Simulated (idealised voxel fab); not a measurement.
This section sets out a process module, namely voxel wiring stack.
Each square cell in cross-section cut measures 5 nm, and the section as a whole is 225 nm wide.
For the purposes of this document, a cross-section shall be understood as a grid of square cells, specified as bands listed in top-to-bottom order, each band consisting of one or more rows of cells.
Look at the band entry: it leads with the top's height and the bottom's height in nm. Then it lists the materials left to right, with a width in nm for each. The word "all across" on a single material says that material fills the band edge to edge. The word "blank" is empty space.
Height 0 is the level under which the wafer as received is all one material. The lowest band goes on downwards, as in "from 0 down".
The two numbers in a width such as "30->40" mark its ends across the band: the first belongs to the top row of cells, the second to the bottom row, and from each row to the next the width moves by the same amount.
"nothing different", as given for a step, is the statement that not any cell of the cross-section underwent a change during that step.
"Cavities, sealed" means: voids of 8 cells or more that are shut off from the top with no open way through. Written width x height at distance, distance from the left edge, in nm.
If you see something after the settings on a step's line, that's the simulator's own remark about that step.
overlay nm: for a step with a mask, the amount by which the mask lay right of where it was planned; a negative amount means left of it.

## Here's what the planned process steps look like
1) RECEIVE (material Si)
2) CONFORMAL_DEP (material SiO2; thk nm 15)
3) DIRECTIONAL_DEP (material TiN; thk nm 5)
4) DIRECTIONAL_DEP (material Ru; thk nm 20)
5) MASKED_ETCH (tone cover; mask id METAL_1; width nm 20; pitch nm 40; etch materials Ru; depth nm 20; overlay nm 0)
6) MASKED_ETCH (tone cover; mask id METAL_1; width nm 20; pitch nm 40; etch materials TiN; depth nm 5; overlay nm 0)
7) FILL_DEP (material lowk; thk nm 5)
8) CMP (height nm 40)
9) CONFORMAL_DEP (material SiCN; thk nm 5)
10) DIRECTIONAL_DEP (material SiO2; thk nm 20)
11) DIRECTIONAL_DEP (material aC; thk nm 10)
12) PATTERN (tone open; mask id PLUG_1; material resist; width nm 15; thk nm 25; overlay nm 0)
13) DIRECTIONAL_ETCH (etch materials aC; depth nm 10)
14) STRIP (etch materials resist)
15) DIRECTIONAL_ETCH (etch materials SiO2; depth nm 20)
16) DIRECTIONAL_ETCH (etch materials SiCN; depth nm 5)
17) STRIP (etch materials aC)
18) CONFORMAL_DEP (material TiN; thk nm 5)
19) FILL_DEP (material Ru; thk nm 10)
20) CMP (height nm 65)
21) CONFORMAL_DEP (material SiN; thk nm 5)
22) DIRECTIONAL_DEP (material SiO2; thk nm 20)
23) DIRECTIONAL_DEP (material aC; thk nm 15)
24) PATTERN (tone open; mask id METAL_2; material resist; width nm 20; pitch nm 40; thk nm 30; overlay nm 0)
25) DIRECTIONAL_ETCH (etch materials aC; depth nm 15)
26) STRIP (etch materials resist)
27) DIRECTIONAL_ETCH (etch materials SiO2; depth nm 20)
28) DIRECTIONAL_ETCH (etch materials SiN; depth nm 5)
29) STRIP (etch materials aC)
30) CONFORMAL_DEP (material TiN; thk nm 5)
31) FILL_DEP (material Cu; thk nm 5)
32) CMP (height nm 90)
33) EPI (material Ru; thk nm 5)
34) FILL_DEP (material SiCN; thk nm 5)
35) DIRECTIONAL_DEP (material SiO2; thk nm 30)
36) MASKED_ETCH (tone open; mask id METAL_3_HOLES; width nm 15; etch materials SiO2; depth nm 30; overlay nm 0)
37) MASKED_ETCH (tone open; mask id METAL_3; width nm 20; pitch nm 40; etch materials SiO2; depth nm 15; overlay nm 0)
38) MASKED_ETCH (tone open; mask id METAL_3; width nm 20; pitch nm 40; etch materials SiCN; depth nm 5; overlay nm 0)
39) CONFORMAL_DEP (material TiN; thk nm 5)
40) FILL_DEP (material Cu; thk nm 10)
41) CMP (height nm 130)
42) CONFORMAL_DEP (material SiN; thk nm 5)

## Cross-sectional view of the wafer in its as-received condition, corresponding to the state after step 1
> from 0 down: Si all across
> Cavities, sealed: none

## Run as planned - first of the two wafers cross-sectioned at the end of the module
> from 135 to 130: SiN all across
> from 130 to 120: 80 SiO2, then 5 TiN, then 10 Cu, then 5 TiN, then 20 SiO2, then 5 TiN, then 10 Cu, then 5 TiN, then 85 SiO2
> from 120 to 115: 80 SiO2, then 5 TiN, then 5 Cu, then 10 TiN, then 20 SiO2, then 20 TiN, then 85 SiO2
> from 115 to 100: 80 SiO2, then 5 TiN, then 5 Cu, then 5 TiN, then 130 SiO2
> from 100 to 95: 80 SiCN, then 15 TiN, then 130 SiCN
> from 95 to 90: 75 SiCN, then 30 Ru, then 10 SiCN, then 30 Ru, then 80 SiCN
> from 90 to 70: 80 SiO2, then 5 TiN, then 10 Cu, then 5 TiN, then 20 SiO2, then 5 TiN, then 10 Cu, then 5 TiN, then 85 SiO2
> from 70 to 65: 80 SiN, then 20 TiN, then 20 SiN, then 20 TiN, then 85 SiN
> from 65 to 45: 80 SiO2, then 5 TiN, then 5 Ru, then 5 TiN, then 130 SiO2
> from 45 to 40: 80 SiCN, then 15 TiN, then 130 SiCN
> from 40 to 20: 80 lowk, then 20 Ru, then 20 lowk, then 20 Ru, then 85 lowk
> from 20 to 15: 80 lowk, then 20 TiN, then 20 lowk, then 20 TiN, then 85 lowk
> from 15 to 0: SiO2 all across
> from 0 down: Si all across
> Cavities, sealed: none

## Cross-sectional image of the second wafer of the two following completion of the module. Starting state and process plan were the same as for the first wafer; one execution error occurred
> from 135 to 130: SiN all across
> from 130 to 120: 80 SiO2, then 5 TiN, then 10 Cu, then 5 TiN, then 20 SiO2, then 5 TiN, then 10 Cu, then 5 TiN, then 85 SiO2
> from 120 to 115: 80 SiO2, then 5 TiN, then 5 Cu, then 10 TiN, then 20 SiO2, then 20 TiN, then 85 SiO2
> from 115 to 100: 80 SiO2, then 5 TiN, then 5 Cu, then 5 TiN, then 130 SiO2
> from 100 to 95: 80 SiCN, then 15 TiN, then 130 SiCN
> from 95 to 90: 75 SiCN, then 30 Ru, then 10 SiCN, then 30 Ru, then 80 SiCN
> from 90 to 70: 80 SiO2, then 5 TiN, then 10 Cu, then 5 TiN, then 20 SiO2, then 5 TiN, then 10 Cu, then 5 TiN, then 85 SiO2
> from 70 to 65: 80 SiN, then 20 TiN, then 20 SiN, then 20 TiN, then 85 SiN
> from 65 to 60: 85 TiN, then 5 Ru, then 135 TiN
> from 60 to 40: 80 SiO2, then 5 TiN, then 5 Ru, then 5 TiN, then 130 SiO2
> from 40 to 35: 80 SiCN, then 15 TiN, then 130 SiCN
> from 35 to 20: 80 lowk, then 20 Ru, then 20 lowk, then 20 Ru, then 85 lowk
> from 20 to 15: 80 lowk, then 20 TiN, then 20 lowk, then 20 TiN, then 85 lowk
> from 15 to 0: SiO2 all across
> from 0 down: Si all across
> Cavities, sealed: none
What was the processing mistake? in deviation from the planned setting, step 8 was conducted as CMP (height nm 35)
Wrapping up, a cell-based count of both wafers puts the second over or under the first for these materials: Ru -7, TiN +44, lowk -37
